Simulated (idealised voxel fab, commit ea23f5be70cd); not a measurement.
Presented below is a process module, voxel gate over fins.
Pictured: cross-section cut, 250 nm wide, on a grid of 5 nm square cells.
Just so we're on the same page, the cross-sections are grids of square cells, and they're listed out in bands top to bottom, each band one or more rows deep. Read a band's entry like this: the first values are the height of its top and the height of its bottom in nm, and what follows is the sequence of materials from left to right, each with its width in nm. Note that "air" is empty space, and that a single material marked "all across" reaches across the band from edge to edge. Counting heights begins at 0, where everything beneath is, in the wafer as received, one material. The lowest band has no bottom; it goes on downwards, as "0 and below" shows. A two-number width, for instance "30 to 40", indicates that the width is equal to the first number in the top row of the band and to the second number in the bottom row, and that it changes by a constant amount per row of cells. When a step is marked "no alteration", none of the cells in the cross-section changed during that step. You'll see "Cavities, sealed" listing empty spaces that have no way open to the top, as long as they're 8 cells or more; the notation is width x height at distance, where the distance is from the left edge, and all of it is in nm. The remark found on a step's line after its settings is issued by the simulator itself and pertains to that step. overlay nm: where the mask lay relative to plan, measured to the right, on steps with a mask; negatives go left.

[List of planned process steps]
step 1: RECEIVE,material Si
step 2: CONFORMAL_DEP,material SiN,thk nm 5
step 3: MASKED_ETCH,tone cover,mask id FINS,width nm 15,pitch nm 35,etch materials SiN,depth nm 5,overlay nm 0
step 4: MASKED_ETCH,tone cover,mask id FINS,width nm 15,pitch nm 35,etch materials Si,depth nm 35,overlay nm 0
step 5: OXIDIZE,depth nm 5
step 6: FILL_DEP,material SiO2,thk nm 10
step 7: CMP,height nm 5
step 8: SELECTIVE_ETCH,etch materials SiO2,depth nm 15
step 9: STRIP,etch materials SiN
step 10: CONFORMAL_DEP,material HfO2,thk nm 5
step 11: CONFORMAL_DEP,material TiN,thk nm 5
step 12: CONFORMAL_DEP,material TiAl,thk nm 5
step 13: CONFORMAL_DEP,material TiN,thk nm 5
step 14: FILL_DEP,material W,thk nm 10
step 15: CMP,height nm 25
step 16: CONFORMAL_DEP,material SiN,thk nm 10

[as received, after step 1]
  0 and below = Si all across
  Cavities, sealed: none

[The following cross-section depicts the wafer upon conclusion of the module. Processing commenced from the starting condition illustrated above and adhered to the plan illustrated above, save for one mistake in execution]
  35 down to 25 = SiN all across
  25 down to 20 = W all across
  20 down to 15 = 85 W, 80 TiN, 85 W
  15 down to 10 = 85 W, 5 TiN, 70 TiAl, 5 TiN, 85 W
  10 down to 5 = 90 TiN, 5 TiAl, 25 TiN, 10 TiAl, 25 TiN, 5 TiAl, 90 TiN
  5 down to 0 = 95 TiAl, 5 TiN, 15 HfO2, 5 TiN, 10 TiAl, 5 TiN, 15 HfO2, 5 TiN, 95 TiAl
  0 down to -5 = 100 TiN, 5 HfO2, 5 Si, 5 HfO2, 20 TiN, 5 HfO2, 5 Si, 5 HfO2, 100 TiN
  -5 down to -10 = 105 HfO2, 5 Si, 30 HfO2, 5 Si, 105 HfO2
  -10 down to -30 = 105 SiO2, 5 Si, 30 SiO2, 5 Si, 105 SiO2
  -30 and below = Si all across
  Cavities, sealed: none
Run error: step 4 went in with a setting other than planned; the actual run was MASKED_ETCH,tone cover,mask id FINS,width nm 15,pitch nm 35,etch materials Si,depth nm 25,overlay nm 0
